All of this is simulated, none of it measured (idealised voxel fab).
process module | voxel air gaps
cross-section cut | 175 nm wide | cells 5 nm
A cross-section is a grid of square cells, given in bands from the top down. A band is one or more rows of cells.
Each band's line starts with the height of the band's top and of its bottom, in nm. Then come its materials from left to right, each with its width in nm. One material with "throughout" fills the band from edge to edge. "air" is empty space.
Height 0 is the level under which the wafer as received is all one material. The lowest band goes on downwards, as in "0 down".
A width such as "30 to 40" changes by the same amount from each row of cells to the next, from the band's top row to its bottom row.
"no change" after a step means that no cell of the cross-section changed.
closed voids: empty space of 8 cells or more with no open way to the top, each as width x height at its distance from the left edge, in nm
after a step's settings: what the simulator itself notes on the step
overlay nm, on a step with a mask: how far to the right of its planned place the mask lay; to the left if negative
plan
1 op RECEIVE | material Si
2 op CONFORMAL_DEP | material SiO2 | thk nm 15
3 op CONFORMAL_DEP | material SiCN | thk nm 5
4 op DIRECTIONAL_DEP | material lowk | thk nm 35
5 op DIRECTIONAL_DEP | material aC | thk nm 15
6 op PATTERN | tone open | mask id LINES | material resist | width nm 15 | pitch nm 50 | thk nm 35 | overlay nm 0
7 op DIRECTIONAL_ETCH | etch materials aC | depth nm 15
8 op STRIP | etch materials resist
9 op DIRECTIONAL_ETCH | etch materials lowk | depth nm 35
10 op STRIP | etch materials aC
11 op CONFORMAL_DEP | material TiN | thk nm 5
12 op FILL_DEP | material W | thk nm 10
13 op CMP | height nm 55
14 op EPI | material Ru | thk nm 10
15 op SELECTIVE_ETCH | etch materials lowk | depth nm 45
16 op CONFORMAL_DEP | material SiCN | thk nm 5
varied across the wafers: width nm of step 6. The plan shows the first wafer's value. All wafers start alike
first wafer as received, after step 1
  0 down: Si throughout
  closed voids: none
first wafer at the end, after step 16
  70 to 65: air 15 | SiCN 45 | air 5 | SiCN 45 | air 5 | SiCN 45 | air 15
  65 to 55: air 15 | SiCN 5 | Ru 35 | SiCN 5 | air 5 | SiCN 5 | Ru 35 | SiCN 5 | air 5 | SiCN 5 | Ru 35 | SiCN 5 | air 15
  55 to 50: air 15 | SiCN 15 | TiN 5 | W 5 | TiN 5 | SiCN 15 | air 5 | SiCN 15 | TiN 5 | W 5 | TiN 5 | SiCN 15 | air 5 | SiCN 15 | TiN 5 | W 5 | TiN 5 | SiCN 15 | air 15
  50 to 25: air 25 | SiCN 5 | TiN 5 | W 5 | TiN 5 | SiCN 5 | air 25 | SiCN 5 | TiN 5 | W 5 | TiN 5 | SiCN 5 | air 25 | SiCN 5 | TiN 5 | W 5 | TiN 5 | SiCN 5 | air 25
  25 to 20: SiCN 30 | TiN 15 | SiCN 35 | TiN 15 | SiCN 35 | TiN 15 | SiCN 30
  20 to 15: SiCN throughout
  15 to 0: SiO2 throughout
  0 down: Si throughout
  closed voids: none
last wafer at the end
  70 to 65: air 5 | SiCN 165 | air 5
  65 to 55: air 5 | SiCN 5 | Ru 155 | SiCN 5 | air 5
  55 to 50: air 5 | SiCN 15 | TiN 5 | W 25 | TiN 5 | lowk 15 | TiN 5 | W 25 | TiN 5 | lowk 15 | TiN 5 | W 25 | TiN 5 | SiCN 15 | air 5
  50 to 25: air 15 | SiCN 5 | TiN 5 | W 25 | TiN 5 | lowk 15 | TiN 5 | W 25 | TiN 5 | lowk 15 | TiN 5 | W 25 | TiN 5 | SiCN 5 | air 15
  25 to 20: SiCN 20 | TiN 35 | lowk 15 | TiN 35 | lowk 15 | TiN 35 | SiCN 20
  20 to 15: SiCN throughout
  15 to 0: SiO2 throughout
  0 down: Si throughout
  closed voids: none
each wafer at the end: cells of each material gained (+) or lost (-) since it was received, then its closed voids
width nm 15 | +42 Ru | +148 SiCN | +105 SiO2 | +45 TiN | +18 W | closed voids: none
width nm 20 | +48 Ru | +148 SiCN | +105 SiO2 | +48 TiN | +36 W | closed voids: 20 x 25 at 50; 20 x 25 at 100
width nm 25 | +54 Ru | +140 SiCN | +105 SiO2 | +51 TiN | +54 W | closed voids: 15 x 25 at 55; 15 x 25 at 105
width nm 30 | +60 Ru | +96 SiCN | +105 SiO2 | +54 TiN | +72 W | +56 lowk | closed voids: none
width nm 35 | +62 Ru | +96 SiCN | +105 SiO2 | +57 TiN | +90 W | +42 lowk | closed voids: none
